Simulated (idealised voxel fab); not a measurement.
process module | voxel wiring stack
cross-section cut | 240 nm wide | cells 5 nm
A cross-section is a grid of square cells, given in bands from the top down. A band is one or more rows of cells.
Each band's line starts with the height of the band's top and of its bottom, in nm. Then come its materials from left to right, each with its width in nm. One material with "throughout" fills the band from edge to edge. "air" is empty space.
Height 0 is the level under which the wafer as received is all one material. The lowest band goes on downwards, as in "0 down".
A width such as "30 to 40" changes by the same amount from each row of cells to the next, from the band's top row to its bottom row.
"no change" after a step means that no cell of the cross-section changed.
closed voids: empty space of 8 cells or more with no open way to the top, each as width x height at its distance from the left edge, in nm
after a step's settings: what the simulator itself notes on the step
overlay nm, on a step with a mask: how far to the right of its planned place the mask lay; to the left if negative
plan
1 op RECEIVE | material Si
2 op CONFORMAL_DEP | material SiO2 | thk nm 15
3 op DIRECTIONAL_DEP | material TiN | thk nm 5
4 op DIRECTIONAL_DEP | material Ru | thk nm 25
5 op PATTERN | tone cover | mask id METAL_1 | material resist | width nm 15 | pitch nm 45 | thk nm 20 | overlay nm 0
6 op DIRECTIONAL_ETCH | etch materials Ru | depth nm 25
7 op DIRECTIONAL_ETCH | etch materials TiN | depth nm 5
8 op STRIP | etch materials resist
9 op FILL_DEP | material lowk | thk nm 10
10 op CMP | height nm 45
11 op CONFORMAL_DEP | material SiCN | thk nm 5
12 op DIRECTIONAL_DEP | material lowk | thk nm 25
13 op DIRECTIONAL_DEP | material aC | thk nm 10
14 op PATTERN | tone open | mask id METAL_2_HOLES | material resist | width nm 15 | pitch nm 45 | thk nm 25 | overlay nm 0
15 op DIRECTIONAL_ETCH | etch materials aC | depth nm 10
16 op STRIP | etch materials resist
17 op DIRECTIONAL_ETCH | etch materials lowk | depth nm 25
18 op STRIP | etch materials aC
19 op MASKED_ETCH | tone open | mask id METAL_2 | width nm 25 | pitch nm 45 | etch materials lowk | depth nm 15 | overlay nm 0
20 op MASKED_ETCH | tone open | mask id METAL_2 | width nm 25 | pitch nm 45 | etch materials SiCN | depth nm 5 | overlay nm 0
21 op CONFORMAL_DEP | material TiN | thk nm 5
22 op FILL_DEP | material Cu | thk nm 10
23 op CMP | height nm 75
24 op CONFORMAL_DEP | material SiCN | thk nm 5
varied across the wafers: width nm of step 5. The plan shows the first wafer's value. All wafers start alike
first wafer as received, after step 1
  0 down: Si throughout
  closed voids: none
first wafer at the end, after step 24
  80 to 75: SiCN throughout
  75 to 65: lowk 40 | TiN 5 | Cu 15 | TiN 5 | lowk 20 | TiN 5 | Cu 15 | TiN 5 | lowk 20 | TiN 5 | Cu 15 | TiN 5 | lowk 20 | TiN 5 | Cu 15 | TiN 5 | lowk 40
  65 to 60: lowk 40 | TiN 5 | Cu 5 | TiN 15 | lowk 20 | TiN 5 | Cu 5 | TiN 15 | lowk 20 | TiN 5 | Cu 5 | TiN 15 | lowk 20 | TiN 5 | Cu 5 | TiN 15 | lowk 40
  60 to 50: lowk 40 | TiN 5 | Cu 5 | TiN 5 | lowk 30 | TiN 5 | Cu 5 | TiN 5 | lowk 30 | TiN 5 | Cu 5 | TiN 5 | lowk 30 | TiN 5 | Cu 5 | TiN 5 | lowk 50
  50 to 45: SiCN 40 | TiN 15 | SiCN 30 | TiN 15 | SiCN 30 | TiN 15 | SiCN 30 | TiN 15 | SiCN 50
  45 to 20: lowk 45 | Ru 15 | lowk 30 | Ru 15 | lowk 30 | Ru 15 | lowk 30 | Ru 15 | lowk 45
  20 to 15: lowk 45 | TiN 15 | lowk 30 | TiN 15 | lowk 30 | TiN 15 | lowk 30 | TiN 15 | lowk 45
  15 to 0: SiO2 throughout
  0 down: Si throughout
  closed voids: none
last wafer at the end
  80 to 75: SiCN throughout
  75 to 65: lowk 40 | TiN 5 | Cu 15 | TiN 5 | lowk 20 | TiN 5 | Cu 15 | TiN 5 | lowk 20 | TiN 5 | Cu 15 | TiN 5 | lowk 20 | TiN 5 | Cu 15 | TiN 5 | lowk 40
  65 to 60: lowk 40 | TiN 5 | Cu 5 | TiN 15 | lowk 20 | TiN 5 | Cu 5 | TiN 15 | lowk 20 | TiN 5 | Cu 5 | TiN 15 | lowk 20 | TiN 5 | Cu 5 | TiN 15 | lowk 40
  60 to 50: lowk 40 | TiN 5 | Cu 5 | TiN 5 | lowk 30 | TiN 5 | Cu 5 | TiN 5 | lowk 30 | TiN 5 | Cu 5 | TiN 5 | lowk 30 | TiN 5 | Cu 5 | TiN 5 | lowk 50
  50 to 45: SiCN 40 | TiN 15 | SiCN 30 | TiN 15 | SiCN 30 | TiN 15 | SiCN 30 | TiN 15 | SiCN 50
  45 to 20: lowk 40 | Ru 30 | lowk 15 | Ru 30 | lowk 15 | Ru 30 | lowk 15 | Ru 30 | lowk 35
  20 to 15: lowk 40 | TiN 30 | lowk 15 | TiN 30 | lowk 15 | TiN 30 | lowk 15 | TiN 30 | lowk 35
  15 to 0: SiO2 throughout
  0 down: Si throughout
  closed voids: none
each wafer at the end: cells of each material gained (+) or lost (-) since it was received, then its closed voids
width nm 15 | +36 Cu | +60 Ru | +84 SiCN | +144 SiO2 | +72 TiN | +372 lowk | closed voids: none
width nm 20 | +36 Cu | +80 Ru | +84 SiCN | +144 SiO2 | +76 TiN | +348 lowk | closed voids: none
width nm 25 | +36 Cu | +100 Ru | +84 SiCN | +144 SiO2 | +80 TiN | +324 lowk | closed voids: none
width nm 30 | +36 Cu | +120 Ru | +84 SiCN | +144 SiO2 | +84 TiN | +300 lowk | closed voids: none
